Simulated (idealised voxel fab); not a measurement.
Module name: voxel self aligned contacts (process module)
The cross-section on display is named cut; it measures 255 nm wide, and its cells are 5 nm squares.
A cross-section in this document is a grid of square cells, and it is written down as bands, the top band listed before the ones below it; a band is made up of one or more rows of cells.
Band entry format. Leading values: height of top, height of bottom, nm. Remainder: materials in left-to-right order, each with its width in nm. Special words: "all across" on a single material, which then fills the band edge to edge; "blank", empty space.
All heights in this document are referenced to 0, defined as the level beneath which the wafer, as received, consists entirely of one material. The lowest band is not bounded below; it extends indefinitely downward and is written in the form "0 -> down".
Width: "30->40" (first number = top row, second number = bottom row, same change from row to row of cells).
Reading "left unchanged" for a step: not a cell of the cross-section changed in it.
Entry "Enclosed void catalog" = empty spaces >= 8 cells with no open way to the top; each as width x height at distance, distance from left edge, all nm.
That trailing text on a step's line, after the settings, is the simulator's own remark on the step.
Steps that use a mask can have "overlay nm" on their line. It says how far the mask sat to the right of where it was meant to be. Negative means to the left.

Process steps - plan
1. RECEIVE | material Si
2. OXIDIZE | depth nm 5
3. DIRECTIONAL_DEP | material polySi | thk nm 30
4. DIRECTIONAL_DEP | material SiN | thk nm 25
5. DIRECTIONAL_DEP | material aC | thk nm 10
6. PATTERN | tone cover | mask id GATE | material resist | width nm 30 | pitch nm 75 | thk nm 30 | overlay nm 0
7. DIRECTIONAL_ETCH | etch materials aC | depth nm 10
8. STRIP | etch materials resist
9. DIRECTIONAL_ETCH | etch materials SiN | depth nm 25
10. DIRECTIONAL_ETCH | etch materials polySi | depth nm 30
11. STRIP | etch materials aC
12. CONFORMAL_DEP | material SiN | thk nm 10
13. DIRECTIONAL_ETCH | etch materials SiN | depth nm 10
14. FILL_DEP | material SiO2 | thk nm 15
15. CMP | height nm 60
16. MASKED_ETCH | tone open | mask id CONTACT | width nm 55 | etch materials SiO2 | depth nm 65 | overlay nm 0
17. CONFORMAL_DEP | material TiN | thk nm 5
18. FILL_DEP | material W | thk nm 5
19. CMP | height nm 60
20. CONFORMAL_DEP | material SiCN | thk nm 5

First of two wafers, processed according to plan

The cross-section here shows the wafer as received, i.e. in its state after step 1
    0 -> down = Si all across
    Enclosed void catalog: none

Cross-section through the wafer, step 2 finished
    0 -> -5 = SiO2 all across
    Everything under -5 stays put, no change at all.

Cross-section through the wafer, step 3 finished
    30 -> 0 = polySi all across
    Everything under 0 stays put, no change at all.

Cross-section through the wafer, step 4 finished
    55 -> 30 = SiN all across
    Everything under 30 stays put, no change at all.

Cross-section through the wafer, step 5 finished
    65 -> 55 = aC all across
    Everything under 55 stays put, no change at all.

Cross-section through the wafer, step 6 finished
    95 -> 65 = blank=75, resist=30, blank=45, resist=30, blank=75
    Everything under 65 stays put, no change at all.

Cross-section through the wafer, step 7 finished
    85 -> 65 = blank=75, resist=30, blank=45, resist=30, blank=75
    65 -> 55 = blank=75, aC=30, blank=45, aC=30, blank=75
    Everything under 55 stays put, no change at all.

Cross-section through the wafer, step 8 finished
    65 -> 55 = blank=75, aC=30, blank=45, aC=30, blank=75
    Everything under 55 stays put, no change at all.

Cross-section through the wafer, step 9 finished
    65 -> 55 = blank=75, aC=30, blank=45, aC=30, blank=75
    55 -> 30 = blank=75, SiN=30, blank=45, SiN=30, blank=75
    Everything under 30 stays put, no change at all.

Cross-section through the wafer, step 10 finished
    65 -> 55 = blank=75, aC=30, blank=45, aC=30, blank=75
    55 -> 30 = blank=75, SiN=30, blank=45, SiN=30, blank=75
    30 -> 0 = blank=75, polySi=30, blank=45, polySi=30, blank=75
    Everything under 0 stays put, no change at all.

Cross-section through the wafer, step 11 finished
    55 -> 30 = blank=75, SiN=30, blank=45, SiN=30, blank=75
    Everything under 30 stays put, no change at all.

Cross-section through the wafer, step 12 finished
    65 -> 30 = blank=65, SiN=50, blank=25, SiN=50, blank=65
    30 -> 10 = blank=65, SiN=10, polySi=30, SiN=10, blank=25, SiN=10, polySi=30, SiN=10, blank=65
    10 -> 0 = SiN=75, polySi=30, SiN=45, polySi=30, SiN=75
    Everything under 0 stays put, no change at all.

Cross-section through the wafer, step 13 finished
    55 -> 30 = blank=65, SiN=50, blank=25, SiN=50, blank=65
    30 -> 0 = blank=65, SiN=10, polySi=30, SiN=10, blank=25, SiN=10, polySi=30, SiN=10, blank=65
    Everything under 0 stays put, no change at all.

Cross-section through the wafer, step 14 finished
    70 -> 55 = SiO2 all across
    55 -> 30 = SiO2=65, SiN=50, SiO2=25, SiN=50, SiO2=65
    30 -> 0 = SiO2=65, SiN=10, polySi=30, SiN=10, SiO2=25, SiN=10, polySi=30, SiN=10, SiO2=65
    Everything under 0 stays put, no change at all.

Cross-section through the wafer, step 15 finished
    60 -> 55 = SiO2 all across
    Everything under 55 stays put, no change at all.

Cross-section through the wafer, step 16 finished
    60 -> 55 = SiO2=100, blank=55, SiO2=100
    55 -> 30 = SiO2=65, SiN=50, blank=25, SiN=50, SiO2=65
    30 -> 0 = SiO2=65, SiN=10, polySi=30, SiN=10, blank=25, SiN=10, polySi=30, SiN=10, SiO2=65
    0 -> -5 = SiO2=115, blank=25, SiO2=115
    Everything under -5 stays put, no change at all.

Cross-section through the wafer, step 17 finished
    65 -> 60 = TiN=105, blank=45, TiN=105
    60 -> 55 = SiO2=100, TiN=20, blank=15, TiN=20, SiO2=100
    55 -> 30 = SiO2=65, SiN=50, TiN=5, blank=15, TiN=5, SiN=50, SiO2=65
    30 -> 0 = SiO2=65, SiN=10, polySi=30, SiN=10, TiN=5, blank=15, TiN=5, SiN=10, polySi=30, SiN=10, SiO2=65
    0 -> -5 = SiO2=115, TiN=25, SiO2=115
    Everything under -5 stays put, no change at all.

Cross-section through the wafer, step 18 finished
    70 -> 65 = W all across
    65 -> 60 = TiN=105, W=45, TiN=105
    60 -> 55 = SiO2=100, TiN=20, W=15, TiN=20, SiO2=100
    55 -> 30 = SiO2=65, SiN=50, TiN=5, W=15, TiN=5, SiN=50, SiO2=65
    30 -> 0 = SiO2=65, SiN=10, polySi=30, SiN=10, TiN=5, W=15, TiN=5, SiN=10, polySi=30, SiN=10, SiO2=65
    Everything under 0 stays put, no change at all.

Cross-section through the wafer, step 19 finished
    60 -> 55 = SiO2=100, TiN=20, W=15, TiN=20, SiO2=100
    Everything under 55 stays put, no change at all.

Cross-section through the wafer, step 20 finished
    65 -> 60 = SiCN all across
    Everything under 60 stays put, no change at all.

The second wafer began exactly as the first did and followed the same plan, but one mistake was made while running it; through step 5 inclusive, the two wafers are identical

Second wafer profile in section, at the moment step 6 of the plan was meant to be complete
    95 -> 65 = blank=80, resist=20, blank=55, resist=20, blank=80
    Everything under 65 stays put, no change at all.

Second wafer profile in section, at the moment step 7 of the plan was meant to be complete
    85 -> 65 = blank=80, resist=20, blank=55, resist=20, blank=80
    65 -> 55 = blank=80, aC=20, blank=55, aC=20, blank=80
    Everything under 55 stays put, no change at all.

Second wafer profile in section, at the moment step 8 of the plan was meant to be complete
    65 -> 55 = blank=80, aC=20, blank=55, aC=20, blank=80
    Everything under 55 stays put, no change at all.

Second wafer profile in section, at the moment step 9 of the plan was meant to be complete
    65 -> 55 = blank=80, aC=20, blank=55, aC=20, blank=80
    55 -> 30 = blank=80, SiN=20, blank=55, SiN=20, blank=80
    Everything under 30 stays put, no change at all.

Second wafer profile in section, at the moment step 10 of the plan was meant to be complete
    65 -> 55 = blank=80, aC=20, blank=55, aC=20, blank=80
    55 -> 30 = blank=80, SiN=20, blank=55, SiN=20, blank=80
    30 -> 0 = blank=80, polySi=20, blank=55, polySi=20, blank=80
    Everything under 0 stays put, no change at all.

Second wafer profile in section, at the moment step 11 of the plan was meant to be complete
    55 -> 30 = blank=80, SiN=20, blank=55, SiN=20, blank=80
    Everything under 30 stays put, no change at all.

Second wafer profile in section, at the moment step 12 of the plan was meant to be complete
    65 -> 30 = blank=70, SiN=40, blank=35, SiN=40, blank=70
    30 -> 10 = blank=70, SiN=10, polySi=20, SiN=10, blank=35, SiN=10, polySi=20, SiN=10, blank=70
    10 -> 0 = SiN=80, polySi=20, SiN=55, polySi=20, SiN=80
    Everything under 0 stays put, no change at all.

Second wafer profile in section, at the moment step 13 of the plan was meant to be complete
    55 -> 30 = blank=70, SiN=40, blank=35, SiN=40, blank=70
    30 -> 0 = blank=70, SiN=10, polySi=20, SiN=10, blank=35, SiN=10, polySi=20, SiN=10, blank=70
    Everything under 0 stays put, no change at all.

Second wafer profile in section, at the moment step 14 of the plan was meant to be complete
    70 -> 55 = SiO2 all across
    55 -> 30 = SiO2=70, SiN=40, SiO2=35, SiN=40, SiO2=70
    30 -> 0 = SiO2=70, SiN=10, polySi=20, SiN=10, SiO2=35, SiN=10, polySi=20, SiN=10, SiO2=70
    Everything under 0 stays put, no change at all.

Second wafer profile in section, at the moment step 15 of the plan was meant to be complete
    60 -> 55 = SiO2 all across
    Everything under 55 stays put, no change at all.

Second wafer profile in section, at the moment step 16 of the plan was meant to be complete
    60 -> 55 = SiO2=100, blank=55, SiO2=100
    55 -> 30 = SiO2=70, SiN=40, blank=35, SiN=40, SiO2=70
    30 -> 0 = SiO2=70, SiN=10, polySi=20, SiN=10, blank=35, SiN=10, polySi=20, SiN=10, SiO2=70
    0 -> -5 = SiO2=110, blank=35, SiO2=110
    Everything under -5 stays put, no change at all.

Second wafer profile in section, at the moment step 17 of the plan was meant to be complete
    65 -> 60 = TiN=105, blank=45, TiN=105
    60 -> 55 = SiO2=100, TiN=15, blank=25, TiN=15, SiO2=100
    55 -> 30 = SiO2=70, SiN=40, TiN=5, blank=25, TiN=5, SiN=40, SiO2=70
    30 -> 0 = SiO2=70, SiN=10, polySi=20, SiN=10, TiN=5, blank=25, TiN=5, SiN=10, polySi=20, SiN=10, SiO2=70
    0 -> -5 = SiO2=110, TiN=35, SiO2=110
    Everything under -5 stays put, no change at all.

Second wafer profile in section, at the moment step 18 of the plan was meant to be complete
    70 -> 65 = W all across
    65 -> 60 = TiN=105, W=45, TiN=105
    60 -> 55 = SiO2=100, TiN=15, W=25, TiN=15, SiO2=100
    55 -> 30 = SiO2=70, SiN=40, TiN=5, W=25, TiN=5, SiN=40, SiO2=70
    30 -> 0 = SiO2=70, SiN=10, polySi=20, SiN=10, TiN=5, W=25, TiN=5, SiN=10, polySi=20, SiN=10, SiO2=70
    Everything under 0 stays put, no change at all.

Second wafer profile in section, at the moment step 19 of the plan was meant to be complete
    60 -> 55 = SiO2=100, TiN=15, W=25, TiN=15, SiO2=100
    Everything under 55 stays put, no change at all.

Second wafer profile in section, at the moment step 20 of the plan was meant to be complete
    65 -> 60 = SiCN all across
    Everything under 60 stays put, no change at all.
The plan and the run diverged here: off-plan run, step 6, actual operation and settings PATTERN | tone cover | mask id GATE | material resist | width nm 20 | pitch nm 75 | thk nm 30 | overlay nm 0
Final wafer comparison in cells, second versus first, more or fewer per material: SiN: 20 fewer; SiO2: 20 more; W: 24 more; polySi: 24 fewer
